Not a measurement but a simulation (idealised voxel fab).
Title: Process Module voxel self aligned contacts
Square cells of 5 nm make up the cross-section cut, whose width is 235 nm.
For the purposes of this document, a cross-section shall be understood as a grid of square cells, specified as bands listed in top-to-bottom order, each band consisting of one or more rows of cells.
Per band: top height and bottom height in nm, followed by the left-to-right materials and their widths in nm; "full width" marks a single material spanning edge to edge, "blank" marks empty space.
Zero point of the height axis is 0; under it, received wafer = one material. Lowest band: continues down indefinitely, "z 0 and below".
Quick explanation for "30..40": the width changes in equal steps down the rows of cells, from the first number in the band's top row to the second number in its bottom row.
Take "no modifications" at face value: in the step it is given for, the cross-section changed in none of its cells.
The entry "Unvented internal voids" lists the empty spaces that cover at least 8 cells and have no open path to the top. Each is written as width x height at distance, where the distance is measured from the left edge and all three values are in nm.
What comes after the settings on a step's line is commentary from the simulator itself on that step.
If you see "overlay nm" on a step's line and that step has a mask, it's telling you how far right of where it was planned the mask ended up; a negative number means it went left instead.
### Process steps (planned)
- 1: RECEIVE | material Si
- 2: CONFORMAL_DEP | material SiO2 | thk nm 5
- 3: DIRECTIONAL_DEP | material polySi | thk nm 30
- 4: DIRECTIONAL_DEP | material SiN | thk nm 20
- 5: DIRECTIONAL_DEP | material aC | thk nm 10
- 6: PATTERN | tone cover | mask id GATE | material resist | width nm 30 | pitch nm 65 | thk nm 25 | overlay nm 0
- 7: DIRECTIONAL_ETCH | etch materials aC | depth nm 10
- 8: STRIP | etch materials resist
- 9: DIRECTIONAL_ETCH | etch materials SiN | depth nm 20
- 10: DIRECTIONAL_ETCH | etch materials polySi | depth nm 30
- 11: STRIP | etch materials aC
- 12: CONFORMAL_DEP | material SiN | thk nm 10
- 13: DIRECTIONAL_ETCH | etch materials SiN | depth nm 10
- 14: FILL_DEP | material SiO2 | thk nm 15
- 15: CMP | height nm 65
- 16: PATTERN | tone open | mask id CONTACT | material resist | width nm 45 | thk nm 20 | overlay nm 0
- 17: DIRECTIONAL_ETCH | etch materials SiO2 | depth nm 65
- 18: STRIP | etch materials resist
- 19: CONFORMAL_DEP | material TiN | thk nm 5
- 20: FILL_DEP | material Ru | thk nm 5
- 21: CMP | height nm 65
- 22: CONFORMAL_DEP | material SiN | thk nm 5
### Cross-section of the incoming wafer, state after step 1
  z 0 and below | Si full width
  Unvented internal voids: none
### first wafer at the end, as planned
  z 70 to 65 | SiN full width
  z 65 to 55 | SiO2: 95 | TiN: 5..20 | Ru: 35..5 | TiN: 5..20 | SiO2: 95
  z 55 to 35 | SiO2: 60 | SiN: 50 | TiN: 5 | Ru: 5 | TiN: 5 | SiN: 50 | SiO2: 60
  z 35 to 5 | SiO2: 60 | SiN: 10 | polySi: 30 | SiN: 10 | TiN: 5 | Ru: 5 | TiN: 5 | SiN: 10 | polySi: 30 | SiN: 10 | SiO2: 60
  z 5 to 0 | SiO2: 110 | TiN: 15 | SiO2: 110
  z 0 and below | Si full width
  Unvented internal voids: none
### Second wafer cross-section at end of module - shared start and plan with the first, one mistake in the run
  z 70 to 65 | SiN full width
  z 65 to 55 | Ru: 90..55 | TiN: 5..40 | SiO2: 45 | TiN: 5..40 | Ru: 90..55
  z 55 to 35 | Ru: 55 | TiN: 5 | SiN: 50 | SiO2: 15 | SiN: 50 | TiN: 5 | Ru: 55
  z 35 to 5 | Ru: 55 | TiN: 5 | SiN: 10 | polySi: 30 | SiN: 10 | SiO2: 15 | SiN: 10 | polySi: 30 | SiN: 10 | TiN: 5 | Ru: 55
  z 5 to 0 | TiN: 60 | SiO2: 115 | TiN: 60
  z 0 and below | Si full width
  Unvented internal voids: none
Against the plan, the run slipped here: for step 16, the planned setting was not used; the step was instead run as PATTERN | tone cover | mask id CONTACT | material resist | width nm 45 | thk nm 20 | overlay nm 0
Looking at both finished wafers in cells, the second ends up ahead of or behind the first on some materials: +260 Ru, -289 SiO2, +29 TiN
